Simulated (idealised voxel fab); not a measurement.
The process module presented herein is designated voxel trench capacitor.
Shown is cross-section cut, with a width of 225 nm and square cells of size 5 nm.
Cross-sections here: square-cell grids, written as top-down lists of bands, a band being one or more rows of cells.
It is stipulated that each band's entry specify, in nanometres, the height of the top of the band and then that of its bottom, followed by the materials of the band in left-to-right sequence, each together with its width in nanometres. A single material marked by the word "throughout" is understood to fill the band from edge to edge; the word "air" is understood to denote empty space.
Below 0: as-received wafer, all one material; heights counted from there. Lowest band: no bottom, goes on down, written "top 0, no bottom".
The expression "30 to 40" gives the width at the extremes of the band, the first number at its top row of cells and the second at its bottom row, with the width changing by equal amounts from each row to the next in between.
Where the words "changes: none" appear for a step, the cross-section shows no cell changed by that step; every cell remained as before.
The entry titled "Enclosed empty spaces" provides the empty spaces that have no open way to the top, restricted to those of 8 cells or more. Each is presented as width x height at distance, the distance being measured from the left edge, with all three in nm.
Past the settings on a step's line: simulator remark, on that step.
"overlay nm" on a masked step: distance the mask lay right of its planned place, negative for left.

Steps planned for the process
| 1 | RECEIVE with material Si |
| 2 | CONFORMAL_DEP with material SiN, thk nm 5 |
| 3 | PATTERN with tone open, mask id TRENCH, material resist, width nm 30, pitch nm 55, thk nm 20, overlay nm 0 |
| 4 | DIRECTIONAL_ETCH with etch materials SiN, depth nm 5 |
| 5 | DIRECTIONAL_ETCH with etch materials Si, depth nm 35 |
| 6 | STRIP with etch materials resist |
| 7 | CONFORMAL_DEP with material Al2O3, thk nm 5 |
| 8 | CONFORMAL_DEP with material TiN, thk nm 5 |
| 9 | FILL_DEP with material W, thk nm 5 |
| 10 | CMP with height nm 5 |

The cross-section here shows the wafer as received, i.e. in its state after step 1
    top 0, no bottom: Si throughout
    Enclosed empty spaces: none

Cross-sectional result after module completion. Note: starting condition and plan are unchanged from above; one processing mistake was made
    top 5, bottom 0: 30 nm SiN; 5 nm Al2O3; 5 nm TiN; 10 nm W; 5 nm TiN; 5 nm Al2O3; 25 nm SiN; 5 nm Al2O3; 5 nm TiN; 10 nm W; 5 nm TiN; 5 nm Al2O3; 25 nm SiN; 5 nm Al2O3; 5 nm TiN; 10 nm W; 5 nm TiN; 5 nm Al2O3; 55 nm SiN
    top 0, bottom -25: 30 nm Si; 5 nm Al2O3; 5 nm TiN; 10 nm W; 5 nm TiN; 5 nm Al2O3; 25 nm Si; 5 nm Al2O3; 5 nm TiN; 10 nm W; 5 nm TiN; 5 nm Al2O3; 25 nm Si; 5 nm Al2O3; 5 nm TiN; 10 nm W; 5 nm TiN; 5 nm Al2O3; 55 nm Si
    top -25, bottom -30: 30 nm Si; 5 nm Al2O3; 20 nm TiN; 5 nm Al2O3; 25 nm Si; 5 nm Al2O3; 20 nm TiN; 5 nm Al2O3; 25 nm Si; 5 nm Al2O3; 20 nm TiN; 5 nm Al2O3; 55 nm Si
    top -30, bottom -35: 30 nm Si; 30 nm Al2O3; 25 nm Si; 30 nm Al2O3; 25 nm Si; 30 nm Al2O3; 55 nm Si
    top -35, no bottom: Si throughout
    Enclosed empty spaces: none
Finding, execution versus plan: step 3 was not run as planned; what actually ran was PATTERN with tone open, mask id TRENCH, material resist, width nm 30, pitch nm 55, thk nm 20, overlay nm -10
